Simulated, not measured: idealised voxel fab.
The name of this process module is voxel capacitor over wiring.
It is cross-section cut that appears here, measuring 260 nm in width, its square cells being 5 nm in size.
Heads up, the way a cross-section reads in here is a grid of square cells, handed over as bands from the top down, with every band being one or more rows of cells.
Look at the band entry: it leads with the top's height and the bottom's height in nm. Then it lists the materials left to right, with a width in nm for each. The word "full width" on a single material says that material fills the band edge to edge. The word "empty" is empty space.
For the purposes of this specification, 0 denotes the height below which the wafer in its as-received condition is composed wholly of one material, and the lowermost band, lacking a lower limit, extends downward without end, as expressed in "z 0 and below".
The expression "30 to 40" gives the width at the extremes of the band, the first number at its top row of cells and the second at its bottom row, with the width changing by equal amounts from each row to the next in between.
You'll sometimes find "no modification" written for a step, and that's the way of saying that nowhere in the cross-section did a cell change during that step.
Entry "Voids, sealed". Content: empty spaces with no open connection to the top, size 8 cells or greater. Each: width x height at distance. Distance: from left edge. Unit: nm.
The remark found on a step's line after its settings is issued by the simulator itself and pertains to that step.
Regarding "overlay nm": on a step with a mask, it is the distance the mask lay to the right of its planned place; a negative value places it to the left.
-- Set out below are the planned steps of the process
1 RECEIVE,material Si
2 CONFORMAL_DEP,material SiO2,thk nm 15
3 CONFORMAL_DEP,material SiCN,thk nm 5
4 DIRECTIONAL_DEP,material lowk,thk nm 25
5 DIRECTIONAL_DEP,material aC,thk nm 10
6 PATTERN,tone open,mask id METAL_1,material resist,width nm 20,pitch nm 80,thk nm 30,overlay nm 0
7 DIRECTIONAL_ETCH,etch materials aC,depth nm 10
8 STRIP,etch materials resist
9 DIRECTIONAL_ETCH,etch materials lowk,depth nm 25
10 DIRECTIONAL_ETCH,etch materials SiCN,depth nm 5
11 STRIP,etch materials aC
12 CONFORMAL_DEP,material TiN,thk nm 5
13 FILL_DEP,material Ru,thk nm 5
14 CMP,height nm 45
15 EPI,material Ru,thk nm 5
16 FILL_DEP,material SiCN,thk nm 5
17 DIRECTIONAL_DEP,material SiO2,thk nm 20
18 MASKED_ETCH,tone open,mask id PLUG_1,width nm 15,etch materials SiO2,depth nm 20,overlay nm 0
19 MASKED_ETCH,tone open,mask id PLUG_1,width nm 15,etch materials SiCN,depth nm 5,overlay nm 0
20 CONFORMAL_DEP,material TiN,thk nm 5
21 FILL_DEP,material W,thk nm 10
22 CMP,height nm 75
23 DIRECTIONAL_DEP,material TiN,thk nm 5
24 DIRECTIONAL_DEP,material Al2O3,thk nm 5
25 DIRECTIONAL_DEP,material TiN,thk nm 10
26 PATTERN,tone cover,mask id UPPER_PLATE,material resist,width nm 65,thk nm 15,overlay nm 0
27 DIRECTIONAL_ETCH,etch materials TiN,depth nm 10
28 DIRECTIONAL_ETCH,etch materials Al2O3,depth nm 5
29 STRIP,etch materials resist
30 PATTERN,tone cover,mask id LOWER_PLATE,material resist,width nm 75,thk nm 15,overlay nm 0
31 DIRECTIONAL_ETCH,etch materials TiN,depth nm 5
32 STRIP,etch materials resist
33 FILL_DEP,material SiO2,thk nm 20
34 CMP,height nm 110
35 PATTERN,tone open,mask id PLUG_2,material resist,width nm 15,thk nm 15,overlay nm 0
36 DIRECTIONAL_ETCH,etch materials SiO2,depth nm 15
37 STRIP,etch materials resist
38 CONFORMAL_DEP,material TiN,thk nm 5
39 FILL_DEP,material Ru,thk nm 10
40 CMP,height nm 110
41 CONFORMAL_DEP,material SiCN,thk nm 5
-- First of two wafers, with the run carried out as planned
-- The cross-section here shows the wafer as received, i.e. in its state after step 1
* z 0 and below | Si full width
* Voids, sealed: none
-- The wafer, seen in cross-section, after step 2
* z 15 to 0 | SiO2 full width
* Everything below 0 is unchanged.
-- The wafer, seen in cross-section, after step 3
* z 20 to 15 | SiCN full width
* Everything below 15 is unchanged.
-- The wafer, seen in cross-section, after step 4
* z 45 to 20 | lowk full width
* Everything below 20 is unchanged.
-- The wafer, seen in cross-section, after step 5
* z 55 to 45 | aC full width
* Everything below 45 is unchanged.
-- The wafer, seen in cross-section, after step 6
* z 85 to 55 | 80 nm resist | 20 nm empty | 60 nm resist | 20 nm empty | 80 nm resist
* Everything below 55 is unchanged.
-- The wafer, seen in cross-section, after step 7
* z 75 to 55 | 80 nm resist | 20 nm empty | 60 nm resist | 20 nm empty | 80 nm resist
* z 55 to 45 | 80 nm aC | 20 nm empty | 60 nm aC | 20 nm empty | 80 nm aC
* Everything below 45 is unchanged.
-- The wafer, seen in cross-section, after step 8
* z 55 to 45 | 80 nm aC | 20 nm empty | 60 nm aC | 20 nm empty | 80 nm aC
* Everything below 45 is unchanged.
-- The wafer, seen in cross-section, after step 9
* z 55 to 45 | 80 nm aC | 20 nm empty | 60 nm aC | 20 nm empty | 80 nm aC
* z 45 to 20 | 80 nm lowk | 20 nm empty | 60 nm lowk | 20 nm empty | 80 nm lowk
* Everything below 20 is unchanged.
-- The wafer, seen in cross-section, after step 10
* z 55 to 45 | 80 nm aC | 20 nm empty | 60 nm aC | 20 nm empty | 80 nm aC
* z 45 to 20 | 80 nm lowk | 20 nm empty | 60 nm lowk | 20 nm empty | 80 nm lowk
* z 20 to 15 | 80 nm SiCN | 20 nm empty | 60 nm SiCN | 20 nm empty | 80 nm SiCN
* Everything below 15 is unchanged.
-- The wafer, seen in cross-section, after step 11
* z 45 to 20 | 80 nm lowk | 20 nm empty | 60 nm lowk | 20 nm empty | 80 nm lowk
* Everything below 20 is unchanged.
-- The wafer, seen in cross-section, after step 12
* z 50 to 45 | 85 nm TiN | 10 nm empty | 70 nm TiN | 10 nm empty | 85 nm TiN
* z 45 to 20 | 80 nm lowk | 5 nm TiN | 10 nm empty | 5 nm TiN | 60 nm lowk | 5 nm TiN | 10 nm empty | 5 nm TiN | 80 nm lowk
* z 20 to 15 | 80 nm SiCN | 20 nm TiN | 60 nm SiCN | 20 nm TiN | 80 nm SiCN
* Everything below 15 is unchanged.
-- The wafer, seen in cross-section, after step 13
* z 55 to 50 | Ru full width
* z 50 to 45 | 85 nm TiN | 10 nm Ru | 70 nm TiN | 10 nm Ru | 85 nm TiN
* z 45 to 20 | 80 nm lowk | 5 nm TiN | 10 nm Ru | 5 nm TiN | 60 nm lowk | 5 nm TiN | 10 nm Ru | 5 nm TiN | 80 nm lowk
* Everything below 20 is unchanged.
-- The wafer, seen in cross-section, after step 14
* z 45 to 20 | 80 nm lowk | 5 nm TiN | 10 nm Ru | 5 nm TiN | 60 nm lowk | 5 nm TiN | 10 nm Ru | 5 nm TiN | 80 nm lowk
* Everything below 20 is unchanged.
-- The wafer, seen in cross-section, after step 15
* z 50 to 45 | 75 nm empty | 30 nm Ru | 50 nm empty | 30 nm Ru | 75 nm empty
* Everything below 45 is unchanged.
-- The wafer, seen in cross-section, after step 16
* z 55 to 50 | SiCN full width
* z 50 to 45 | 75 nm SiCN | 30 nm Ru | 50 nm SiCN | 30 nm Ru | 75 nm SiCN
* Everything below 45 is unchanged.
-- The wafer, seen in cross-section, after step 17
* z 75 to 55 | SiO2 full width
* Everything below 55 is unchanged.
-- The wafer, seen in cross-section, after step 18
* z 75 to 55 | 85 nm SiO2 | 15 nm empty | 160 nm SiO2
* Everything below 55 is unchanged.
-- The wafer, seen in cross-section, after step 19
* z 75 to 55 | 85 nm SiO2 | 15 nm empty | 160 nm SiO2
* z 55 to 50 | 85 nm SiCN | 15 nm empty | 160 nm SiCN
* Everything below 50 is unchanged.
-- The wafer, seen in cross-section, after step 20
* z 80 to 75 | 90 nm TiN | 5 nm empty | 165 nm TiN
* z 75 to 55 | 85 nm SiO2 | 5 nm TiN | 5 nm empty | 5 nm TiN | 160 nm SiO2
* z 55 to 50 | 85 nm SiCN | 15 nm TiN | 160 nm SiCN
* Everything below 50 is unchanged.
-- The wafer, seen in cross-section, after step 21
* z 90 to 80 | W full width
* z 80 to 75 | 90 nm TiN | 5 nm W | 165 nm TiN
* z 75 to 55 | 85 nm SiO2 | 5 nm TiN | 5 nm W | 5 nm TiN | 160 nm SiO2
* Everything below 55 is unchanged.
-- The wafer, seen in cross-section, after step 22
* z 75 to 55 | 85 nm SiO2 | 5 nm TiN | 5 nm W | 5 nm TiN | 160 nm SiO2
* Everything below 55 is unchanged.
-- The wafer, seen in cross-section, after step 23
* z 80 to 75 | TiN full width
* Everything below 75 is unchanged.
-- The wafer, seen in cross-section, after step 24
* z 85 to 80 | Al2O3 full width
* Everything below 80 is unchanged.
-- The wafer, seen in cross-section, after step 25
* z 95 to 85 | TiN full width
* Everything below 85 is unchanged.
-- The wafer, seen in cross-section, after step 26
* z 110 to 95 | 85 nm empty | 65 nm resist | 110 nm empty
* Everything below 95 is unchanged.
-- The wafer, seen in cross-section, after step 27
* z 110 to 95 | 85 nm empty | 65 nm resist | 110 nm empty
* z 95 to 85 | 85 nm empty | 65 nm TiN | 110 nm empty
* Everything below 85 is unchanged.
-- The wafer, seen in cross-section, after step 28
* z 110 to 95 | 85 nm empty | 65 nm resist | 110 nm empty
* z 95 to 85 | 85 nm empty | 65 nm TiN | 110 nm empty
* z 85 to 80 | 85 nm empty | 65 nm Al2O3 | 110 nm empty
* Everything below 80 is unchanged.
-- The wafer, seen in cross-section, after step 29
* z 95 to 85 | 85 nm empty | 65 nm TiN | 110 nm empty
* Everything below 85 is unchanged.
-- The wafer, seen in cross-section, after step 30
* z 110 to 95 | 80 nm empty | 75 nm resist | 105 nm empty
* z 95 to 85 | 80 nm empty | 5 nm resist | 65 nm TiN | 5 nm resist | 105 nm empty
* z 85 to 80 | 80 nm empty | 5 nm resist | 65 nm Al2O3 | 5 nm resist | 105 nm empty
* Everything below 80 is unchanged.
-- The wafer, seen in cross-section, after step 31
* z 110 to 95 | 80 nm empty | 75 nm resist | 105 nm empty
* z 95 to 85 | 80 nm empty | 5 nm resist | 65 nm TiN | 5 nm resist | 105 nm empty
* z 85 to 80 | 80 nm empty | 5 nm resist | 65 nm Al2O3 | 5 nm resist | 105 nm empty
* z 80 to 75 | 80 nm empty | 75 nm TiN | 105 nm empty
* Everything below 75 is unchanged.
-- The wafer, seen in cross-section, after step 32
* z 95 to 85 | 85 nm empty | 65 nm TiN | 110 nm empty
* z 85 to 80 | 85 nm empty | 65 nm Al2O3 | 110 nm empty
* Everything below 80 is unchanged.
-- The wafer, seen in cross-section, after step 33
* z 115 to 95 | SiO2 full width
* z 95 to 85 | 85 nm SiO2 | 65 nm TiN | 110 nm SiO2
* z 85 to 80 | 85 nm SiO2 | 65 nm Al2O3 | 110 nm SiO2
* z 80 to 75 | 80 nm SiO2 | 75 nm TiN | 105 nm SiO2
* Everything below 75 is unchanged.
-- The wafer, seen in cross-section, after step 34
* z 110 to 95 | SiO2 full width
* Everything below 95 is unchanged.
-- The wafer, seen in cross-section, after step 35
* z 125 to 110 | 95 nm resist | 15 nm empty | 150 nm resist
* Everything below 110 is unchanged.
-- The wafer, seen in cross-section, after step 36
* z 125 to 110 | 95 nm resist | 15 nm empty | 150 nm resist
* z 110 to 95 | 95 nm SiO2 | 15 nm empty | 150 nm SiO2
* Everything below 95 is unchanged.
-- The wafer, seen in cross-section, after step 37
* z 110 to 95 | 95 nm SiO2 | 15 nm empty | 150 nm SiO2
* Everything below 95 is unchanged.
-- The wafer, seen in cross-section, after step 38
* z 115 to 110 | 100 nm TiN | 5 nm empty | 155 nm TiN
* z 110 to 100 | 95 nm SiO2 | 5 nm TiN | 5 nm empty | 5 nm TiN | 150 nm SiO2
* z 100 to 95 | 95 nm SiO2 | 15 nm TiN | 150 nm SiO2
* Everything below 95 is unchanged.
-- The wafer, seen in cross-section, after step 39
* z 125 to 115 | Ru full width
* z 115 to 110 | 100 nm TiN | 5 nm Ru | 155 nm TiN
* z 110 to 100 | 95 nm SiO2 | 5 nm TiN | 5 nm Ru | 5 nm TiN | 150 nm SiO2
* Everything below 100 is unchanged.
-- The wafer, seen in cross-section, after step 40
* z 110 to 100 | 95 nm SiO2 | 5 nm TiN | 5 nm Ru | 5 nm TiN | 150 nm SiO2
* Everything below 100 is unchanged.
-- The wafer, seen in cross-section, after step 41
* z 115 to 110 | SiCN full width
* Everything below 110 is unchanged.
-- Second Wafer (Identical Start and Plan, One Processing Error; Matches First Wafer Through Step 1)
-- Second wafer, cross-section, planned end of step 2
* z 25 to 0 | SiO2 full width
* Everything below 0 is unchanged.
-- Second wafer, cross-section, planned end of step 3
* z 30 to 25 | SiCN full width
* Everything below 25 is unchanged.
-- Second wafer, cross-section, planned end of step 4
* z 55 to 30 | lowk full width
* Everything below 30 is unchanged.
-- Second wafer, cross-section, planned end of step 5
* z 65 to 55 | aC full width
* Everything below 55 is unchanged.
-- Second wafer, cross-section, planned end of step 6
* z 95 to 65 | 80 nm resist | 20 nm empty | 60 nm resist | 20 nm empty | 80 nm resist
* Everything below 65 is unchanged.
-- Second wafer, cross-section, planned end of step 7
* z 85 to 65 | 80 nm resist | 20 nm empty | 60 nm resist | 20 nm empty | 80 nm resist
* z 65 to 55 | 80 nm aC | 20 nm empty | 60 nm aC | 20 nm empty | 80 nm aC
* Everything below 55 is unchanged.
-- Second wafer, cross-section, planned end of step 8
* z 65 to 55 | 80 nm aC | 20 nm empty | 60 nm aC | 20 nm empty | 80 nm aC
* Everything below 55 is unchanged.
-- Second wafer, cross-section, planned end of step 9
* z 65 to 55 | 80 nm aC | 20 nm empty | 60 nm aC | 20 nm empty | 80 nm aC
* z 55 to 30 | 80 nm lowk | 20 nm empty | 60 nm lowk | 20 nm empty | 80 nm lowk
* Everything below 30 is unchanged.
-- Second wafer, cross-section, planned end of step 10
* z 65 to 55 | 80 nm aC | 20 nm empty | 60 nm aC | 20 nm empty | 80 nm aC
* z 55 to 30 | 80 nm lowk | 20 nm empty | 60 nm lowk | 20 nm empty | 80 nm lowk
* z 30 to 25 | 80 nm SiCN | 20 nm empty | 60 nm SiCN | 20 nm empty | 80 nm SiCN
* Everything below 25 is unchanged.
-- Second wafer, cross-section, planned end of step 11
* z 55 to 30 | 80 nm lowk | 20 nm empty | 60 nm lowk | 20 nm empty | 80 nm lowk
* Everything below 30 is unchanged.
-- Second wafer, cross-section, planned end of step 12
* z 60 to 55 | 85 nm TiN | 10 nm empty | 70 nm TiN | 10 nm empty | 85 nm TiN
* z 55 to 30 | 80 nm lowk | 5 nm TiN | 10 nm empty | 5 nm TiN | 60 nm lowk | 5 nm TiN | 10 nm empty | 5 nm TiN | 80 nm lowk
* z 30 to 25 | 80 nm SiCN | 20 nm TiN | 60 nm SiCN | 20 nm TiN | 80 nm SiCN
* Everything below 25 is unchanged.
-- Second wafer, cross-section, planned end of step 13
* z 65 to 60 | Ru full width
* z 60 to 55 | 85 nm TiN | 10 nm Ru | 70 nm TiN | 10 nm Ru | 85 nm TiN
* z 55 to 30 | 80 nm lowk | 5 nm TiN | 10 nm Ru | 5 nm TiN | 60 nm lowk | 5 nm TiN | 10 nm Ru | 5 nm TiN | 80 nm lowk
* Everything below 30 is unchanged.
-- Second wafer, cross-section, planned end of step 14
* z 45 to 30 | 80 nm lowk | 5 nm TiN | 10 nm Ru | 5 nm TiN | 60 nm lowk | 5 nm TiN | 10 nm Ru | 5 nm TiN | 80 nm lowk
* Everything below 30 is unchanged.
-- Second wafer, cross-section, planned end of step 15
* z 50 to 45 | 75 nm empty | 30 nm Ru | 50 nm empty | 30 nm Ru | 75 nm empty
* Everything below 45 is unchanged.
-- Second wafer, cross-section, planned end of step 16
* z 55 to 50 | SiCN full width
* z 50 to 45 | 75 nm SiCN | 30 nm Ru | 50 nm SiCN | 30 nm Ru | 75 nm SiCN
* Everything below 45 is unchanged.
-- Second wafer, cross-section, planned end of step 17
* z 75 to 55 | SiO2 full width
* Everything below 55 is unchanged.
-- Second wafer, cross-section, planned end of step 18
* z 75 to 55 | 85 nm SiO2 | 15 nm empty | 160 nm SiO2
* Everything below 55 is unchanged.
-- Second wafer, cross-section, planned end of step 19
* z 75 to 55 | 85 nm SiO2 | 15 nm empty | 160 nm SiO2
* z 55 to 50 | 85 nm SiCN | 15 nm empty | 160 nm SiCN
* Everything below 50 is unchanged.
-- Second wafer, cross-section, planned end of step 20
* z 80 to 75 | 90 nm TiN | 5 nm empty | 165 nm TiN
* z 75 to 55 | 85 nm SiO2 | 5 nm TiN | 5 nm empty | 5 nm TiN | 160 nm SiO2
* z 55 to 50 | 85 nm SiCN | 15 nm TiN | 160 nm SiCN
* Everything below 50 is unchanged.
-- Second wafer, cross-section, planned end of step 21
* z 90 to 80 | W full width
* z 80 to 75 | 90 nm TiN | 5 nm W | 165 nm TiN
* z 75 to 55 | 85 nm SiO2 | 5 nm TiN | 5 nm W | 5 nm TiN | 160 nm SiO2
* Everything below 55 is unchanged.
-- Second wafer, cross-section, planned end of step 22
* z 75 to 55 | 85 nm SiO2 | 5 nm TiN | 5 nm W | 5 nm TiN | 160 nm SiO2
* Everything below 55 is unchanged.
-- Second wafer, cross-section, planned end of step 23
* z 80 to 75 | TiN full width
* Everything below 75 is unchanged.
-- Second wafer, cross-section, planned end of step 24
* z 85 to 80 | Al2O3 full width
* Everything below 80 is unchanged.
-- Second wafer, cross-section, planned end of step 25
* z 95 to 85 | TiN full width
* Everything below 85 is unchanged.
-- Second wafer, cross-section, planned end of step 26
* z 110 to 95 | 85 nm empty | 65 nm resist | 110 nm empty
* Everything below 95 is unchanged.
-- Second wafer, cross-section, planned end of step 27
* z 110 to 95 | 85 nm empty | 65 nm resist | 110 nm empty
* z 95 to 85 | 85 nm empty | 65 nm TiN | 110 nm empty
* Everything below 85 is unchanged.
-- Second wafer, cross-section, planned end of step 28
* z 110 to 95 | 85 nm empty | 65 nm resist | 110 nm empty
* z 95 to 85 | 85 nm empty | 65 nm TiN | 110 nm empty
* z 85 to 80 | 85 nm empty | 65 nm Al2O3 | 110 nm empty
* Everything below 80 is unchanged.
-- Second wafer, cross-section, planned end of step 29
* z 95 to 85 | 85 nm empty | 65 nm TiN | 110 nm empty
* Everything below 85 is unchanged.
-- Second wafer, cross-section, planned end of step 30
* z 110 to 95 | 80 nm empty | 75 nm resist | 105 nm empty
* z 95 to 85 | 80 nm empty | 5 nm resist | 65 nm TiN | 5 nm resist | 105 nm empty
* z 85 to 80 | 80 nm empty | 5 nm resist | 65 nm Al2O3 | 5 nm resist | 105 nm empty
* Everything below 80 is unchanged.
-- Second wafer, cross-section, planned end of step 31
* z 110 to 95 | 80 nm empty | 75 nm resist | 105 nm empty
* z 95 to 85 | 80 nm empty | 5 nm resist | 65 nm TiN | 5 nm resist | 105 nm empty
* z 85 to 80 | 80 nm empty | 5 nm resist | 65 nm Al2O3 | 5 nm resist | 105 nm empty
* z 80 to 75 | 80 nm empty | 75 nm TiN | 105 nm empty
* Everything below 75 is unchanged.
-- Second wafer, cross-section, planned end of step 32
* z 95 to 85 | 85 nm empty | 65 nm TiN | 110 nm empty
* z 85 to 80 | 85 nm empty | 65 nm Al2O3 | 110 nm empty
* Everything below 80 is unchanged.
-- Second wafer, cross-section, planned end of step 33
* z 115 to 95 | SiO2 full width
* z 95 to 85 | 85 nm SiO2 | 65 nm TiN | 110 nm SiO2
* z 85 to 80 | 85 nm SiO2 | 65 nm Al2O3 | 110 nm SiO2
* z 80 to 75 | 80 nm SiO2 | 75 nm TiN | 105 nm SiO2
* Everything below 75 is unchanged.
-- Second wafer, cross-section, planned end of step 34
* z 110 to 95 | SiO2 full width
* Everything below 95 is unchanged.
-- Second wafer, cross-section, planned end of step 35
* z 125 to 110 | 95 nm resist | 15 nm empty | 150 nm resist
* Everything below 110 is unchanged.
-- Second wafer, cross-section, planned end of step 36
* z 125 to 110 | 95 nm resist | 15 nm empty | 150 nm resist
* z 110 to 95 | 95 nm SiO2 | 15 nm empty | 150 nm SiO2
* Everything below 95 is unchanged.
-- Second wafer, cross-section, planned end of step 37
* z 110 to 95 | 95 nm SiO2 | 15 nm empty | 150 nm SiO2
* Everything below 95 is unchanged.
-- Second wafer, cross-section, planned end of step 38
* z 115 to 110 | 100 nm TiN | 5 nm empty | 155 nm TiN
* z 110 to 100 | 95 nm SiO2 | 5 nm TiN | 5 nm empty | 5 nm TiN | 150 nm SiO2
* z 100 to 95 | 95 nm SiO2 | 15 nm TiN | 150 nm SiO2
* Everything below 95 is unchanged.
-- Second wafer, cross-section, planned end of step 39
* z 125 to 115 | Ru full width
* z 115 to 110 | 100 nm TiN | 5 nm Ru | 155 nm TiN
* z 110 to 100 | 95 nm SiO2 | 5 nm TiN | 5 nm Ru | 5 nm TiN | 150 nm SiO2
* Everything below 100 is unchanged.
-- Second wafer, cross-section, planned end of step 40
* z 110 to 100 | 95 nm SiO2 | 5 nm TiN | 5 nm Ru | 5 nm TiN | 150 nm SiO2
* Everything below 100 is unchanged.
-- Second wafer, cross-section, planned end of step 41
* z 115 to 110 | SiCN full width
* Everything below 110 is unchanged.
Which mistake was made when the wafer was run? contrary to plan, step 2 was performed as CONFORMAL_DEP,material SiO2,thk nm 25
End check, counted in cells, second wafer has more or fewer of these materials than the first: Ru: 8 fewer; SiO2: 104 more; TiN: 8 fewer; lowk: 88 fewer
